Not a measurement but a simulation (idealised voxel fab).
The process module that follows is named voxel self aligned vias.
220 nm wide, 5 nm square cells: that's cross-section cut.
Cross-section spec: square-cell grid; bands listed top down; each band is one or more rows.
Band: top and bottom heights (nm) first, top before bottom; then materials from left to right, widths in nm. "full width" marks a sole material filling the band edge to edge. "air" denotes empty space.
Counting heights begins at 0, where everything beneath is, in the wafer as received, one material. The lowest band has no bottom; it goes on downwards, as "0 -> down" shows.
Quick explanation for "30 to 40": the width changes in equal steps down the rows of cells, from the first number in the band's top row to the second number in its bottom row.
Basically "nothing was modified" means that step didn't change any cell in the cross-section.
"Closed void list": empty spaces of 8 cells or more with no open way to the top, each given as width x height at distance, distance from the left edge, all in nm.
It should be noted that, on the line of a given step, the content following the step's settings is a remark produced by the simulator itself with respect to that step.
When a step includes a mask, the "overlay nm" setting on its line states how far to the right of its planned place that mask lay, and negative values state how far to the left.
Process steps foreseen in the plan
step 1: RECEIVE with material Si
step 2: CONFORMAL_DEP with material SiO2, thk nm 10
step 3: CONFORMAL_DEP with material SiCN, thk nm 5
step 4: DIRECTIONAL_DEP with material SiO2, thk nm 20
step 5: MASKED_ETCH with tone open, mask id LINES, width nm 20, pitch nm 65, etch materials SiO2, depth nm 20, overlay nm 0
step 6: CONFORMAL_DEP with material TiN, thk nm 5
step 7: FILL_DEP with material Ru, thk nm 5
step 8: CMP with height nm 35
step 9: SELECTIVE_ETCH with etch materials W Ru TiN, depth nm 5
step 10: FILL_DEP with material SiN, thk nm 5
step 11: CMP with height nm 35
step 12: DIRECTIONAL_DEP with material SiO2, thk nm 20
step 13: DIRECTIONAL_DEP with material aC, thk nm 15
step 14: PATTERN with tone open, mask id VIAS, material resist, width nm 40, pitch nm 130, thk nm 35, overlay nm 0
step 15: DIRECTIONAL_ETCH with etch materials aC, depth nm 15
step 16: STRIP with etch materials resist
step 17: DIRECTIONAL_ETCH with etch materials SiO2, depth nm 20
step 18: DIRECTIONAL_ETCH with etch materials SiN, depth nm 5
step 19: STRIP with etch materials aC
step 20: CONFORMAL_DEP with material TiN, thk nm 5
step 21: FILL_DEP with material Ru, thk nm 5
step 22: CMP with height nm 55
step 23: CONFORMAL_DEP with material SiN, thk nm 5
Received-state cross-section, reflecting completion of step 1
    0 -> down: Si full width
    Closed void list: none
First of two wafers at the end of the module, shown in cross-section; run carried out as planned
    60 -> 55: SiN full width
    55 -> 40: SiO2 25 nm; TiN 5 nm; Ru 30 nm; TiN 5 nm; SiO2 90 nm; TiN 5 nm; Ru 30 nm; TiN 5 nm; SiO2 25 nm
    40 -> 35: SiO2 25 nm; TiN 15 nm; Ru 10 nm; TiN 15 nm; SiO2 90 nm; TiN 15 nm; Ru 10 nm; TiN 15 nm; SiO2 25 nm
    35 -> 30: SiO2 35 nm; TiN 20 nm; SiO2 45 nm; SiN 20 nm; SiO2 45 nm; TiN 20 nm; SiO2 35 nm
    30 -> 20: SiO2 35 nm; TiN 5 nm; Ru 10 nm; TiN 5 nm; SiO2 45 nm; TiN 5 nm; Ru 10 nm; TiN 5 nm; SiO2 45 nm; TiN 5 nm; Ru 10 nm; TiN 5 nm; SiO2 35 nm
    20 -> 15: SiO2 35 nm; TiN 20 nm; SiO2 45 nm; TiN 20 nm; SiO2 45 nm; TiN 20 nm; SiO2 35 nm
    15 -> 10: SiCN full width
    10 -> 0: SiO2 full width
    0 -> down: Si full width
    Closed void list: none
This cross-section belongs to the second wafer of two at the end of the module; the start and the plan were shared with the first, and the run included one mistake
    60 -> 55: SiN full width
    55 -> 40: SiO2 25 nm; TiN 5 nm; Ru 30 nm; TiN 5 nm; SiO2 90 nm; TiN 5 nm; Ru 30 nm; TiN 5 nm; SiO2 25 nm
    40 -> 35: SiO2 25 nm; TiN 25 nm; Ru 10 nm; TiN 5 nm; SiO2 90 nm; TiN 25 nm; Ru 10 nm; TiN 5 nm; SiO2 25 nm
    35 -> 30: SiO2 45 nm; TiN 20 nm; SiO2 45 nm; SiN 20 nm; SiO2 45 nm; TiN 20 nm; SiO2 25 nm
    30 -> 20: SiO2 45 nm; TiN 5 nm; Ru 10 nm; TiN 5 nm; SiO2 45 nm; TiN 5 nm; Ru 10 nm; TiN 5 nm; SiO2 45 nm; TiN 5 nm; Ru 10 nm; TiN 5 nm; SiO2 25 nm
    20 -> 15: SiO2 45 nm; TiN 20 nm; SiO2 45 nm; TiN 20 nm; SiO2 45 nm; TiN 20 nm; SiO2 25 nm
    15 -> 10: SiCN full width
    10 -> 0: SiO2 full width
    0 -> down: Si full width
    Closed void list: none
So what did we get wrong on this run? the process deviated at step 5: the operation and settings actually run there were MASKED_ETCH with tone open, mask id LINES, width nm 20, pitch nm 65, etch materials SiO2, depth nm 20, overlay nm 10
Same inventory, different map: at the end, the second wafer holds as many cells of each material as the first, placed elsewhere.
